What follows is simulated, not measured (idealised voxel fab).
The process module that follows is named voxel self aligned vias.
It is cross-section cut that appears here, measuring 250 nm in width, its square cells being 5 nm in size.
Think of the cross-section as a grid of square cells. We describe it in bands, top to bottom, and each band covers one or more rows of those cells.
Per band: top height and bottom height in nm, followed by the left-to-right materials and their widths in nm; "edge to edge" marks a single material spanning edge to edge, "air" marks empty space.
Basically, 0 is our baseline, since under it the wafer straight out of the box is all one material. The bottom band has no lower end and keeps on going down, so it looks like "0 and below".
It should be noted that a width expressed as "30->40" varies in equal increments from row to row of cells within the band, taking the value of the first number at the top row and that of the second number at the bottom row.
"nothing changed", as given for a step, is the statement that not any cell of the cross-section underwent a change during that step.
"Closed void inventory" - sealed voids, min. 8 cells, no opening to top; format: width x height at distance (distance from left edge; nm throughout).
Read whatever lies past the settings on a step's line as the simulator's own remark about the step.
overlay nm: step with mask; distance mask lay right of planned place; negative value = left of planned place.
## Set out below are the planned steps of the process
1,RECEIVE [material Si]
2,CONFORMAL_DEP [material SiO2] [thk nm 15]
3,CONFORMAL_DEP [material SiCN] [thk nm 5]
4,DIRECTIONAL_DEP [material lowk] [thk nm 25]
5,PATTERN [tone open] [mask id LINES] [material resist] [width nm 20] [pitch nm 55] [thk nm 20] [overlay nm 0]
6,DIRECTIONAL_ETCH [etch materials lowk] [depth nm 25]
7,STRIP [etch materials resist]
8,CONFORMAL_DEP [material TiN] [thk nm 5]
9,FILL_DEP [material W] [thk nm 5]
10,CMP [height nm 45]
11,SELECTIVE_ETCH [etch materials W Ru TiN] [depth nm 5]
12,FILL_DEP [material SiN] [thk nm 10]
13,CMP [height nm 45]
14,DIRECTIONAL_DEP [material lowk] [thk nm 20]
15,DIRECTIONAL_DEP [material aC] [thk nm 10]
16,PATTERN [tone open] [mask id VIAS] [material resist] [width nm 40] [pitch nm 55] [thk nm 25] [overlay nm 0]
17,DIRECTIONAL_ETCH [etch materials aC] [depth nm 10]
18,STRIP [etch materials resist]
19,DIRECTIONAL_ETCH [etch materials lowk] [depth nm 20]
20,DIRECTIONAL_ETCH [etch materials SiN] [depth nm 5]
21,STRIP [etch materials aC]
22,CONFORMAL_DEP [material TiN] [thk nm 5]
23,FILL_DEP [material Ru] [thk nm 10]
24,CMP [height nm 65]
25,CONFORMAL_DEP [material SiCN] [thk nm 5]
## Wafer at receipt (post step 1), cross-section
* 0 and below | Si edge to edge
* Closed void inventory: none
## The plan above was carried out on the starting structure above with one mistake, and this cross-section shows the wafer at the end of the module
* 70 down to 65 | SiCN edge to edge
* 65 down to 50 | lowk (50)  TiN (5)  Ru (30)  TiN (5)  lowk (15)  TiN (5)  Ru (30)  TiN (5)  lowk (15)  TiN (5)  Ru (30)  TiN (5)  lowk (50)
* 50 down to 45 | lowk (50)  TiN (15)  Ru (10)  TiN (15)  lowk (15)  TiN (15)  Ru (10)  TiN (15)  lowk (15)  TiN (15)  Ru (10)  TiN (15)  lowk (50)
* 45 down to 35 | lowk (60)  TiN (20)  lowk (35)  TiN (20)  lowk (35)  TiN (20)  lowk (60)
* 35 down to 30 | SiCN edge to edge
* 30 down to 0 | SiO2 edge to edge
* 0 and below | Si edge to edge
* Closed void inventory: none
Which mistake was made when the wafer was run? step 2 of the plan was carried out twice
